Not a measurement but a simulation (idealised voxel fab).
Presented below is a process module, voxel capacitor over wiring.
Cross-section cut spans 240 nm and uses square cells 5 nm in size.
Cross-section format: a grid of square cells, given as bands from top to bottom; each band is one or more rows of cells.
Band: top height; bottom height; in nm. Then, left to right: material with width in nm, for each material. "throughout": a single material spanning edge to edge. "air": empty space.
Below 0: as-received wafer, all one material; heights counted from there. Lowest band: no bottom, goes on down, written "0 and below".
Width: "30->40" (first number = top row, second number = bottom row, same change from row to row of cells).
Basically "changes: none" means that step didn't change any cell in the cross-section.
The entry "closed voids" lists the empty spaces that cover at least 8 cells and have no open path to the top. Each is written as width x height at distance, where the distance is measured from the left edge and all three values are in nm.
What comes after the settings on a step's line is commentary from the simulator itself on that step.
overlay nm: mask right of planned place by this much (step with mask). Neg. = left.
The process steps that were planned are listed below
1,RECEIVE | material Si
2,CONFORMAL_DEP | material SiO2 | thk nm 15
3,DIRECTIONAL_DEP | material TiN | thk nm 5
4,DIRECTIONAL_DEP | material W | thk nm 15
5,MASKED_ETCH | tone cover | mask id METAL_1 | width nm 30 | pitch nm 90 | etch materials W | depth nm 15 | overlay nm 0
6,MASKED_ETCH | tone cover | mask id METAL_1 | width nm 30 | pitch nm 90 | etch materials TiN | depth nm 5 | overlay nm 0
7,FILL_DEP | material SiO2 | thk nm 5
8,CMP | height nm 35
9,CONFORMAL_DEP | material SiCN | thk nm 5
10,DIRECTIONAL_DEP | material SiO2 | thk nm 20
11,DIRECTIONAL_DEP | material aC | thk nm 10
12,PATTERN | tone open | mask id PLUG_1 | material resist | width nm 15 | thk nm 30 | overlay nm 0
13,DIRECTIONAL_ETCH | etch materials aC | depth nm 10
14,STRIP | etch materials resist
15,DIRECTIONAL_ETCH | etch materials SiO2 | depth nm 20
16,DIRECTIONAL_ETCH | etch materials SiCN | depth nm 5
17,STRIP | etch materials aC
18,EPI | material Ru | thk nm 10
19,EPI | material Ru | thk nm 10
20,EPI | material Ru | thk nm 5
21,DIRECTIONAL_DEP | material TiN | thk nm 5
22,DIRECTIONAL_DEP | material SiN | thk nm 5
23,DIRECTIONAL_DEP | material TiN | thk nm 5
24,MASKED_ETCH | tone cover | mask id UPPER_PLATE | width nm 65 | etch materials TiN | depth nm 5 | overlay nm 0
25,MASKED_ETCH | tone cover | mask id UPPER_PLATE | width nm 65 | etch materials SiN | depth nm 5 | overlay nm 0
26,MASKED_ETCH | tone cover | mask id LOWER_PLATE | width nm 75 | etch materials TiN | depth nm 5 | overlay nm 0
27,FILL_DEP | material SiO2 | thk nm 20
28,CMP | height nm 90
29,DIRECTIONAL_DEP | material aC | thk nm 10
30,PATTERN | tone open | mask id PLUG_2 | material resist | width nm 15 | thk nm 30 | overlay nm 0
31,DIRECTIONAL_ETCH | etch materials aC | depth nm 10
32,STRIP | etch materials resist
33,DIRECTIONAL_ETCH | etch materials SiO2 | depth nm 15
34,STRIP | etch materials aC
35,CONFORMAL_DEP | material TiN | thk nm 5
36,FILL_DEP | material W | thk nm 5
37,CMP | height nm 90
38,CONFORMAL_DEP | material SiCN | thk nm 5
This is the cross-section of the wafer as we received it, i.e. after step 1
    0 and below  Si throughout
    closed voids: none
Cross-section: first of two wafers, module finished, run according to plan
    95 down to 90  SiCN throughout
    90 down to 80  SiO2: 85  TiN: 5  W: 5  TiN: 5  SiO2: 140
    80 down to 70  SiO2: 85->75  TiN: 15->65  SiO2: 140->100
    70 down to 65  SiO2: 75  SiN: 65  SiO2: 100
    65 down to 60  SiO2: 70  TiN: 75  SiO2: 95
    60 down to 40  SiO2: 75  Ru: 15  SiO2: 150
    40 down to 35  SiCN: 75  Ru: 15  SiCN: 150
    35 down to 20  SiO2: 60  W: 30  SiO2: 60  W: 30  SiO2: 60
    20 down to 15  SiO2: 60  TiN: 30  SiO2: 60  TiN: 30  SiO2: 60
    15 down to 0  SiO2 throughout
    0 and below  Si throughout
    closed voids: none
Cross-section, second wafer: same start as the first, same plan as the first, one mistake in running it; taken at the end of the module
    95 down to 90  SiCN throughout
    90 down to 80  SiO2: 85  TiN: 5  W: 5  TiN: 5  SiO2: 140
    80 down to 70  SiO2: 85->75  TiN: 15->65  SiO2: 140->100
    70 down to 65  SiO2: 75  SiN: 65  SiO2: 100
    65 down to 60  SiO2: 70  TiN: 75  SiO2: 95
    60 down to 40  SiO2: 75  Ru: 15  SiO2: 150
    40 down to 35  SiCN: 75  Ru: 15  SiCN: 150
    35 down to 30  SiO2: 60  TiN: 30  SiO2: 60  TiN: 30  SiO2: 60
    30 down to 0  SiO2 throughout
    0 and below  Si throughout
    closed voids: none
Short version of what went wrong: step 2 of the plan was executed twice over
at the end the second wafer has, in cells: SiO2: 36 more; W: 36 fewer
